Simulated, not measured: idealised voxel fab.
Process module, titled voxel released beams
Section shown: cut. Width: 220 nm. Cell size: 5 nm, square.
Cross-sections here: square-cell grids, written as top-down lists of bands, a band being one or more rows of cells.
The entry gives the band's vertical extent as a top height and a bottom height in nm, then its horizontal make-up as materials from left to right, each with a width in nm. "empty" stands for empty space; a single material marked "throughout" fills the band edge to edge.
We count height from 0. Below that, the starting wafer is all one material. The lowest band never ends at the bottom but goes on down; see "0 and below" for how that is written.
When a width is written as two numbers, as in "30->40", the first number is the width in the top row of cells of the band and the second is the width in its bottom row, and the width changes by the same amount from each row to the next.
Basically "stayed the same" means that step didn't change any cell in the cross-section.
If an empty space has no open way to the top and is at least 8 cells in size, "Enclosed void list" lists it, written width x height at distance, where distance is measured from the left edge and every value is in nm.
Whatever follows a step's settings on its line is a remark the simulator itself makes about that step.
"overlay nm", when on a step's line for a step with a mask, measures how far to the right of its planned place the mask lay; a negative measure means to the left.

### Planned step list for the process
- 1: RECEIVE with material Si
- 2: CONFORMAL_DEP with material SiN, thk nm 10
- 3: DIRECTIONAL_DEP with material SiO2, thk nm 10
- 4: MASKED_ETCH with tone open, mask id ANCHOR, width nm 35, etch materials SiO2, depth nm 10, overlay nm -15
- 5: CONFORMAL_DEP with material W, thk nm 10
- 6: DIRECTIONAL_DEP with material aC, thk nm 15
- 7: PATTERN with tone cover, mask id BEAM, material resist, width nm 110, thk nm 30, overlay nm 0
- 8: DIRECTIONAL_ETCH with etch materials aC, depth nm 15
- 9: STRIP with etch materials resist
- 10: DIRECTIONAL_ETCH with etch materials W, depth nm 10
- 11: STRIP with etch materials aC
- 12: STRIP with etch materials SiO2
The plan's step 4 overlay nm is the first wafer's value; the wafers differ in this setting and start identical.

### After step 1, as received: first of several wafers, cross-section
0 and below  Si throughout
Enclosed void list: none

### Each row below is a wafer at the end of the module, listing for every material the number of cells it has gained (+) or lost (-) since it was received, followed by its closed voids
overlay nm -15; +88 SiN; +52 W; Enclosed void list: none
overlay nm -10; +88 SiN; +52 W; Enclosed void list: none
overlay nm -5; +88 SiN; +52 W; Enclosed void list: none
overlay nm 0; +88 SiN; +52 W; Enclosed void list: none
overlay nm 5; +88 SiN; +52 W; Enclosed void list: none
overlay nm 10; +88 SiN; +52 W; Enclosed void list: none
overlay nm 15; +88 SiN; +52 W; Enclosed void list: none
